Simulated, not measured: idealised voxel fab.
process module | voxel trench capacitor
cross-section cut | 195 nm wide | cells 5 nm
A cross-section is a grid of square cells, given in bands from the top down. A band is one or more rows of cells.
Each band's line starts with the height of the band's top and of its bottom, in nm. Then come its materials from left to right, each with its width in nm. One material with "throughout" fills the band from edge to edge. "air" is empty space.
Height 0 is the level under which the wafer as received is all one material. The lowest band goes on downwards, as in "0 down".
A width such as "30 to 40" changes by the same amount from each row of cells to the next, from the band's top row to its bottom row.
"no change" after a step means that no cell of the cross-section changed.
closed voids: empty space of 8 cells or more with no open way to the top, each as width x height at its distance from the left edge, in nm
after a step's settings: what the simulator itself notes on the step
overlay nm, on a step with a mask: how far to the right of its planned place the mask lay; to the left if negative
plan
1 op RECEIVE | material Si
2 op CONFORMAL_DEP | material SiN | thk nm 5
3 op DIRECTIONAL_DEP | material aC | thk nm 15
4 op PATTERN | tone open | mask id TRENCH | material resist | width nm 25 | pitch nm 55 | thk nm 35 | overlay nm 0
5 op DIRECTIONAL_ETCH | etch materials aC | depth nm 15
6 op STRIP | etch materials resist
7 op DIRECTIONAL_ETCH | etch materials SiN | depth nm 5
8 op DIRECTIONAL_ETCH | etch materials Si | depth nm 35
9 op STRIP | etch materials aC
10 op CONFORMAL_DEP | material SiO2 | thk nm 5
11 op FILL_DEP | material polySi | thk nm 10
12 op CMP | height nm 5
as received, after step 1
  0 down: Si throughout
  closed voids: none
first wafer at the end, as planned
  5 to 0: SiN 30 | SiO2 5 | polySi 15 | SiO2 5 | SiN 30 | SiO2 5 | polySi 15 | SiO2 5 | SiN 30 | SiO2 5 | polySi 15 | SiO2 5 | SiN 30
  0 to -30: Si 30 | SiO2 5 | polySi 15 | SiO2 5 | Si 30 | SiO2 5 | polySi 15 | SiO2 5 | Si 30 | SiO2 5 | polySi 15 | SiO2 5 | Si 30
  -30 to -35: Si 30 | SiO2 25 | Si 30 | SiO2 25 | Si 30 | SiO2 25 | Si 30
  -35 down: Si throughout
  closed voids: none
second wafer at the end: like start, like plan, one mistake
  5 to 0: SiN 30 | SiO2 5 | aC 15 | SiO2 5 | SiN 30 | SiO2 5 | aC 15 | SiO2 5 | SiN 30 | SiO2 5 | aC 15 | SiO2 5 | SiN 30
  0 to -30: Si 30 | SiO2 5 | aC 15 | SiO2 5 | Si 30 | SiO2 5 | aC 15 | SiO2 5 | Si 30 | SiO2 5 | aC 15 | SiO2 5 | Si 30
  -30 to -35: Si 30 | SiO2 25 | Si 30 | SiO2 25 | Si 30 | SiO2 25 | Si 30
  -35 down: Si throughout
  closed voids: none
what went wrong: step 11 ran as: op FILL_DEP | material aC | thk nm 10
at the end the second wafer has, in cells: 63 more of aC | 63 fewer of polySi
